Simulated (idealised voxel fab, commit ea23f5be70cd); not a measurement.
The document below concerns the process module designated voxel self aligned vias.
Cross-section cut: width 220 nm, square cells of 5 nm.
Just so we're on the same page, the cross-sections are grids of square cells, and they're listed out in bands top to bottom, each band one or more rows deep.
Band: top and bottom heights (nm) first, top before bottom; then materials from left to right, widths in nm. "everywhere" marks a sole material filling the band edge to edge. "air" denotes empty space.
Height is counted from the level 0, under which the received wafer is composed throughout of one material. The lowest of the bands is not closed at the bottom but continues downward, in the notation "0 down".
A width given as "30 to 40" starts at the first number in the band's top row and ends at the second number in its bottom row, shifting by an equal amount at every step from row to row.
"no change occurred", as given for a step, is the statement that not any cell of the cross-section underwent a change during that step.
"Sealed void listing" specifies each empty space that is not open to the top and that occupies no fewer than 8 cells, using the form width x height at distance, the distance measured from the left edge and all three quantities in nm.
The remark found on a step's line after its settings is issued by the simulator itself and pertains to that step.
The optional step-line setting "overlay nm" applies to steps with a mask and quantifies how far to the right of its planned location the mask lay, a negative value indicating leftward placement.
Steps planned for the process:
| 1 | RECEIVE: material Si |
| 2 | CONFORMAL_DEP: material SiO2, thk nm 10 |
| 3 | CONFORMAL_DEP: material SiCN, thk nm 5 |
| 4 | DIRECTIONAL_DEP: material SiO2, thk nm 20 |
| 5 | MASKED_ETCH: tone open, mask id LINES, width nm 20, pitch nm 60, etch materials SiO2, depth nm 20, overlay nm 0 |
| 6 | CONFORMAL_DEP: material TiN, thk nm 5 |
| 7 | FILL_DEP: material W, thk nm 5 |
| 8 | CMP: height nm 35 |
| 9 | SELECTIVE_ETCH: etch materials W Ru TiN, depth nm 10 |
| 10 | FILL_DEP: material SiN, thk nm 5 |
| 11 | CMP: height nm 35 |
| 12 | DIRECTIONAL_DEP: material SiO2, thk nm 15 |
| 13 | DIRECTIONAL_DEP: material aC, thk nm 15 |
| 14 | PATTERN: tone open, mask id VIAS, material resist, width nm 40, pitch nm 120, thk nm 30, overlay nm 0 |
| 15 | DIRECTIONAL_ETCH: etch materials aC, depth nm 15 |
| 16 | STRIP: etch materials resist |
| 17 | DIRECTIONAL_ETCH: etch materials SiO2, depth nm 15 |
| 18 | DIRECTIONAL_ETCH: etch materials SiN, depth nm 10 |
| 19 | STRIP: etch materials aC |
| 20 | CONFORMAL_DEP: material TiN, thk nm 5 |
| 21 | FILL_DEP: material W, thk nm 5 |
| 22 | CMP: height nm 50 |
| 23 | CONFORMAL_DEP: material SiCN, thk nm 5 |
as received, after step 1:
- 0 down | Si everywhere
- Sealed void listing: none
Here's the cross-section of the first of our two wafers at the end of the module - it ran as planned:
- 55 to 50 | SiCN everywhere
- 50 to 40 | 30 of SiO2; 5 of TiN; 30 of W; 5 of TiN; 80 of SiO2; 5 of TiN; 30 of W; 5 of TiN; 30 of SiO2
- 40 to 35 | 30 of SiO2; 15 of TiN; 10 of W; 15 of TiN; 80 of SiO2; 15 of TiN; 10 of W; 15 of TiN; 30 of SiO2
- 35 to 30 | 40 of SiO2; 5 of TiN; 10 of W; 5 of TiN; 40 of SiO2; 20 of SiN; 40 of SiO2; 5 of TiN; 10 of W; 5 of TiN; 40 of SiO2
- 30 to 25 | 40 of SiO2; 20 of TiN; 40 of SiO2; 20 of SiN; 40 of SiO2; 20 of TiN; 40 of SiO2
- 25 to 20 | 40 of SiO2; 5 of TiN; 10 of W; 5 of TiN; 40 of SiO2; 5 of TiN; 10 of W; 5 of TiN; 40 of SiO2; 5 of TiN; 10 of W; 5 of TiN; 40 of SiO2
- 20 to 15 | 40 of SiO2; 20 of TiN; 40 of SiO2; 20 of TiN; 40 of SiO2; 20 of TiN; 40 of SiO2
- 15 to 10 | SiCN everywhere
- 10 to 0 | SiO2 everywhere
- 0 down | Si everywhere
- Sealed void listing: none
Second of two wafers, module complete, sectioned: it shares the first wafer's start and plan but was run with one mistake:
- 55 to 50 | SiCN everywhere
- 50 to 35 | 30 of SiO2; 5 of TiN; 30 of W; 5 of TiN; 80 of SiO2; 5 of TiN; 30 of W; 5 of TiN; 30 of SiO2
- 35 to 30 | 30 of SiO2; 5 of TiN; 30 of W; 5 of TiN; 30 of SiO2; 20 of SiN; 30 of SiO2; 5 of TiN; 30 of W; 5 of TiN; 30 of SiO2
- 30 to 25 | 30 of SiO2; 40 of TiN; 30 of SiO2; 20 of SiN; 30 of SiO2; 40 of TiN; 30 of SiO2
- 25 to 20 | 30 of SiO2; 15 of TiN; 10 of W; 15 of TiN; 30 of SiO2; 5 of TiN; 10 of W; 5 of TiN; 30 of SiO2; 15 of TiN; 10 of W; 15 of TiN; 30 of SiO2
- 20 to 15 | 40 of SiO2; 20 of TiN; 40 of SiO2; 20 of TiN; 40 of SiO2; 20 of TiN; 40 of SiO2
- 15 to 10 | SiCN everywhere
- 10 to 0 | SiO2 everywhere
- 0 down | Si everywhere
- Sealed void listing: none
Error vs. plan: step 17 of the plan was executed twice over
Wrapping up, a cell-based count of both wafers puts the second over or under the first for these materials: 24 fewer of SiO2, 8 more of TiN, 16 more of W
